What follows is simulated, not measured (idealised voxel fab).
This section sets out a process module, namely voxel self aligned vias.
Each square cell in cross-section cut measures 5 nm, and the section as a whole is 210 nm wide.
Cross-section format: a grid of square cells, given as bands from top to bottom; each band is one or more rows of cells.
A band entry consists of two parts. The first gives the height of the band's top and the height of its bottom, in nm. The rest lists the band's materials from left to right, each with its width in nm. A single material labelled with the word "everywhere" fills the band from edge to edge, and the word "air" marks empty space.
Heights are expressed relative to 0, this being the level below which the as-received wafer comprises one material exclusively. The lowest band is unbounded in the downward direction and is denoted as in "z 0 and below".
The width entry "30->40" should be interpreted row by row: the top row of cells in the band takes the first number, the bottom row takes the second number, and the change between adjacent rows is uniform throughout.
Any step labelled "nothing altered" changed none of the cells in the cross-section.
"Voids lacking openings": sealed empty spaces, 8 cells or more, no open way to top, listed width x height at distance, with distance from the left edge and width, height and distance in nm.
Formally, on a step line, whatever follows the settings is a remark that the simulator itself makes on the step.
What "overlay nm" on a step's line means: if the step has a mask, that mask lay this far to the right of its planned place, or, when the value is negative, to the left.
SO HERE'S THE LINEUP OF PROCESS STEPS WE PLANNED
1: RECEIVE with material Si
2: CONFORMAL_DEP with material SiO2, thk nm 15
3: CONFORMAL_DEP with material SiCN, thk nm 5
4: DIRECTIONAL_DEP with material lowk, thk nm 25
5: DIRECTIONAL_DEP with material aC, thk nm 15
6: PATTERN with tone open, mask id LINES, material resist, width nm 20, pitch nm 50, thk nm 35, overlay nm 0
7: DIRECTIONAL_ETCH with etch materials aC, depth nm 15
8: STRIP with etch materials resist
9: DIRECTIONAL_ETCH with etch materials lowk, depth nm 25
10: STRIP with etch materials aC
11: CONFORMAL_DEP with material TiN, thk nm 5
12: FILL_DEP with material W, thk nm 5
13: CMP with height nm 45
14: SELECTIVE_ETCH with etch materials W Ru TiN, depth nm 5
15: FILL_DEP with material SiN, thk nm 10
16: CMP with height nm 45
17: DIRECTIONAL_DEP with material lowk, thk nm 20
18: PATTERN with tone open, mask id VIAS, material resist, width nm 30, thk nm 15, overlay nm 0
19: DIRECTIONAL_ETCH with etch materials lowk, depth nm 20
20: DIRECTIONAL_ETCH with etch materials SiN, depth nm 5
21: STRIP with etch materials resist
22: CONFORMAL_DEP with material TiN, thk nm 5
23: FILL_DEP with material Ru, thk nm 10
24: CMP with height nm 65
25: CONFORMAL_DEP with material SiCN, thk nm 5
THE FIRST OF A SET OF TWO WAFERS, RUN TO PLAN
STEP 1 COMPLETE: CROSS-SECTION OF THE WAFER AS RECEIVED
    z 0 and below  Si everywhere
    Voids lacking openings: none
WAFER AFTER STEP 2 (CROSS-SECTION)
    z 15 to 0  SiO2 everywhere
    Note: structure below 0 unchanged.
WAFER AFTER STEP 3 (CROSS-SECTION)
    z 20 to 15  SiCN everywhere
    Note: structure below 15 unchanged.
WAFER AFTER STEP 4 (CROSS-SECTION)
    z 45 to 20  lowk everywhere
    Note: structure below 20 unchanged.
WAFER AFTER STEP 5 (CROSS-SECTION)
    z 60 to 45  aC everywhere
    Note: structure below 45 unchanged.
WAFER AFTER STEP 6 (CROSS-SECTION)
    z 95 to 60  70 nm resist, 20 nm air, 30 nm resist, 20 nm air, 70 nm resist
    Note: structure below 60 unchanged.
WAFER AFTER STEP 7 (CROSS-SECTION)
    z 80 to 60  70 nm resist, 20 nm air, 30 nm resist, 20 nm air, 70 nm resist
    z 60 to 45  70 nm aC, 20 nm air, 30 nm aC, 20 nm air, 70 nm aC
    Note: structure below 45 unchanged.
WAFER AFTER STEP 8 (CROSS-SECTION)
    z 60 to 45  70 nm aC, 20 nm air, 30 nm aC, 20 nm air, 70 nm aC
    Note: structure below 45 unchanged.
WAFER AFTER STEP 9 (CROSS-SECTION)
    z 60 to 45  70 nm aC, 20 nm air, 30 nm aC, 20 nm air, 70 nm aC
    z 45 to 20  70 nm lowk, 20 nm air, 30 nm lowk, 20 nm air, 70 nm lowk
    Note: structure below 20 unchanged.
WAFER AFTER STEP 10 (CROSS-SECTION)
    z 45 to 20  70 nm lowk, 20 nm air, 30 nm lowk, 20 nm air, 70 nm lowk
    Note: structure below 20 unchanged.
WAFER AFTER STEP 11 (CROSS-SECTION)
    z 50 to 45  75 nm TiN, 10 nm air, 40 nm TiN, 10 nm air, 75 nm TiN
    z 45 to 25  70 nm lowk, 5 nm TiN, 10 nm air, 5 nm TiN, 30 nm lowk, 5 nm TiN, 10 nm air, 5 nm TiN, 70 nm lowk
    z 25 to 20  70 nm lowk, 20 nm TiN, 30 nm lowk, 20 nm TiN, 70 nm lowk
    Note: structure below 20 unchanged.
WAFER AFTER STEP 12 (CROSS-SECTION)
    z 55 to 50  W everywhere
    z 50 to 45  75 nm TiN, 10 nm W, 40 nm TiN, 10 nm W, 75 nm TiN
    z 45 to 25  70 nm lowk, 5 nm TiN, 10 nm W, 5 nm TiN, 30 nm lowk, 5 nm TiN, 10 nm W, 5 nm TiN, 70 nm lowk
    Note: structure below 25 unchanged.
WAFER AFTER STEP 13 (CROSS-SECTION)
    z 45 to 25  70 nm lowk, 5 nm TiN, 10 nm W, 5 nm TiN, 30 nm lowk, 5 nm TiN, 10 nm W, 5 nm TiN, 70 nm lowk
    Note: structure below 25 unchanged.
WAFER AFTER STEP 14 (CROSS-SECTION)
    z 45 to 40  70 nm lowk, 20 nm air, 30 nm lowk, 20 nm air, 70 nm lowk
    Note: structure below 40 unchanged.
WAFER AFTER STEP 15 (CROSS-SECTION)
    z 55 to 45  SiN everywhere
    z 45 to 40  70 nm lowk, 20 nm SiN, 30 nm lowk, 20 nm SiN, 70 nm lowk
    Note: structure below 40 unchanged.
WAFER AFTER STEP 16 (CROSS-SECTION)
    z 45 to 40  70 nm lowk, 20 nm SiN, 30 nm lowk, 20 nm SiN, 70 nm lowk
    Note: structure below 40 unchanged.
WAFER AFTER STEP 17 (CROSS-SECTION)
    z 65 to 45  lowk everywhere
    Note: structure below 45 unchanged.
WAFER AFTER STEP 18 (CROSS-SECTION)
    z 80 to 65  65 nm resist, 30 nm air, 115 nm resist
    Note: structure below 65 unchanged.
WAFER AFTER STEP 19 (CROSS-SECTION)
    z 80 to 65  65 nm resist, 30 nm air, 115 nm resist
    z 65 to 45  65 nm lowk, 30 nm air, 115 nm lowk
    Note: structure below 45 unchanged.
WAFER AFTER STEP 20 (CROSS-SECTION)
    z 80 to 65  65 nm resist, 30 nm air, 115 nm resist
    z 65 to 45  65 nm lowk, 30 nm air, 115 nm lowk
    z 45 to 40  70 nm lowk, 20 nm air, 30 nm lowk, 20 nm SiN, 70 nm lowk
    Note: structure below 40 unchanged.
WAFER AFTER STEP 21 (CROSS-SECTION)
    z 65 to 45  65 nm lowk, 30 nm air, 115 nm lowk
    Note: structure below 45 unchanged.
WAFER AFTER STEP 22 (CROSS-SECTION)
    z 70 to 65  70 nm TiN, 20 nm air, 120 nm TiN
    z 65 to 50  65 nm lowk, 5 nm TiN, 20 nm air, 5 nm TiN, 115 nm lowk
    z 50 to 45  65 nm lowk, 10 nm TiN, 10 nm air, 10 nm TiN, 115 nm lowk
    z 45 to 40  70 nm lowk, 20 nm TiN, 30 nm lowk, 20 nm SiN, 70 nm lowk
    Note: structure below 40 unchanged.
WAFER AFTER STEP 23 (CROSS-SECTION)
    z 80 to 70  Ru everywhere
    z 70 to 65  70 nm TiN, 20 nm Ru, 120 nm TiN
    z 65 to 50  65 nm lowk, 5 nm TiN, 20 nm Ru, 5 nm TiN, 115 nm lowk
    z 50 to 45  65 nm lowk, 10 nm TiN, 10 nm Ru, 10 nm TiN, 115 nm lowk
    Note: structure below 45 unchanged.
WAFER AFTER STEP 24 (CROSS-SECTION)
    z 65 to 50  65 nm lowk, 5 nm TiN, 20 nm Ru, 5 nm TiN, 115 nm lowk
    Note: structure below 50 unchanged.
WAFER AFTER STEP 25 (CROSS-SECTION)
    z 70 to 65  SiCN everywhere
    Note: structure below 65 unchanged.
SECOND WAFER, SAME STARTING CONDITIONS AND RECIPE AS THE FIRST, ONE MISTAKE IN EXECUTING IT, NOTHING DIFFERS FROM THE FIRST UP TO AND INCLUDING STEP 2
CROSS-SECTION OF THE SECOND WAFER AT THE TIME STEP 3 OF THE PLAN SHOULD HAVE ENDED
    z 40 to 15  lowk everywhere
    Note: structure below 15 unchanged.
CROSS-SECTION OF THE SECOND WAFER AT THE TIME STEP 4 OF THE PLAN SHOULD HAVE ENDED
    z 45 to 40  SiCN everywhere
    Note: structure below 40 unchanged.
CROSS-SECTION OF THE SECOND WAFER AT THE TIME STEP 5 OF THE PLAN SHOULD HAVE ENDED
    z 60 to 45  aC everywhere
    Note: structure below 45 unchanged.
CROSS-SECTION OF THE SECOND WAFER AT THE TIME STEP 6 OF THE PLAN SHOULD HAVE ENDED
    z 95 to 60  70 nm resist, 20 nm air, 30 nm resist, 20 nm air, 70 nm resist
    Note: structure below 60 unchanged.
CROSS-SECTION OF THE SECOND WAFER AT THE TIME STEP 7 OF THE PLAN SHOULD HAVE ENDED
    z 80 to 60  70 nm resist, 20 nm air, 30 nm resist, 20 nm air, 70 nm resist
    z 60 to 45  70 nm aC, 20 nm air, 30 nm aC, 20 nm air, 70 nm aC
    Note: structure below 45 unchanged.
CROSS-SECTION OF THE SECOND WAFER AT THE TIME STEP 8 OF THE PLAN SHOULD HAVE ENDED
    z 60 to 45  70 nm aC, 20 nm air, 30 nm aC, 20 nm air, 70 nm aC
    Note: structure below 45 unchanged.
Cross-section of the second wafer at the time step 9 of the plan should have ended: nothing altered
CROSS-SECTION OF THE SECOND WAFER AT THE TIME STEP 10 OF THE PLAN SHOULD HAVE ENDED
    z 45 to 40  SiCN everywhere
    Note: structure below 40 unchanged.
CROSS-SECTION OF THE SECOND WAFER AT THE TIME STEP 11 OF THE PLAN SHOULD HAVE ENDED
    z 50 to 45  TiN everywhere
    Note: structure below 45 unchanged.
CROSS-SECTION OF THE SECOND WAFER AT THE TIME STEP 12 OF THE PLAN SHOULD HAVE ENDED
    z 55 to 50  W everywhere
    Note: structure below 50 unchanged.
CROSS-SECTION OF THE SECOND WAFER AT THE TIME STEP 13 OF THE PLAN SHOULD HAVE ENDED
    z 45 to 40  SiCN everywhere
    Note: structure below 40 unchanged.
Cross-section of the second wafer at the time step 14 of the plan should have ended: nothing altered
CROSS-SECTION OF THE SECOND WAFER AT THE TIME STEP 15 OF THE PLAN SHOULD HAVE ENDED
    z 55 to 45  SiN everywhere
    Note: structure below 45 unchanged.
CROSS-SECTION OF THE SECOND WAFER AT THE TIME STEP 16 OF THE PLAN SHOULD HAVE ENDED
    z 45 to 40  SiCN everywhere
    Note: structure below 40 unchanged.
CROSS-SECTION OF THE SECOND WAFER AT THE TIME STEP 17 OF THE PLAN SHOULD HAVE ENDED
    z 65 to 45  lowk everywhere
    Note: structure below 45 unchanged.
CROSS-SECTION OF THE SECOND WAFER AT THE TIME STEP 18 OF THE PLAN SHOULD HAVE ENDED
    z 80 to 65  65 nm resist, 30 nm air, 115 nm resist
    Note: structure below 65 unchanged.
CROSS-SECTION OF THE SECOND WAFER AT THE TIME STEP 19 OF THE PLAN SHOULD HAVE ENDED
    z 80 to 65  65 nm resist, 30 nm air, 115 nm resist
    z 65 to 45  65 nm lowk, 30 nm air, 115 nm lowk
    Note: structure below 45 unchanged.
Cross-section of the second wafer at the time step 20 of the plan should have ended: nothing altered
CROSS-SECTION OF THE SECOND WAFER AT THE TIME STEP 21 OF THE PLAN SHOULD HAVE ENDED
    z 65 to 45  65 nm lowk, 30 nm air, 115 nm lowk
    Note: structure below 45 unchanged.
CROSS-SECTION OF THE SECOND WAFER AT THE TIME STEP 22 OF THE PLAN SHOULD HAVE ENDED
    z 70 to 65  70 nm TiN, 20 nm air, 120 nm TiN
    z 65 to 50  65 nm lowk, 5 nm TiN, 20 nm air, 5 nm TiN, 115 nm lowk
    z 50 to 45  65 nm lowk, 30 nm TiN, 115 nm lowk
    Note: structure below 45 unchanged.
CROSS-SECTION OF THE SECOND WAFER AT THE TIME STEP 23 OF THE PLAN SHOULD HAVE ENDED
    z 80 to 70  Ru everywhere
    z 70 to 65  70 nm TiN, 20 nm Ru, 120 nm TiN
    z 65 to 50  65 nm lowk, 5 nm TiN, 20 nm Ru, 5 nm TiN, 115 nm lowk
    Note: structure below 50 unchanged.
CROSS-SECTION OF THE SECOND WAFER AT THE TIME STEP 24 OF THE PLAN SHOULD HAVE ENDED
    z 65 to 50  65 nm lowk, 5 nm TiN, 20 nm Ru, 5 nm TiN, 115 nm lowk
    Note: structure below 50 unchanged.
CROSS-SECTION OF THE SECOND WAFER AT THE TIME STEP 25 OF THE PLAN SHOULD HAVE ENDED
    z 70 to 65  SiCN everywhere
    Note: structure below 65 unchanged.
The plan and the run diverged here: step 4 occupied the plan position of step 3, and the converse holds as well
Once processing is complete, comparing cell counts shows that the second wafer has more or fewer of certain materials than the first: Ru -2, SiN -4, TiN -22, W -12, lowk +40
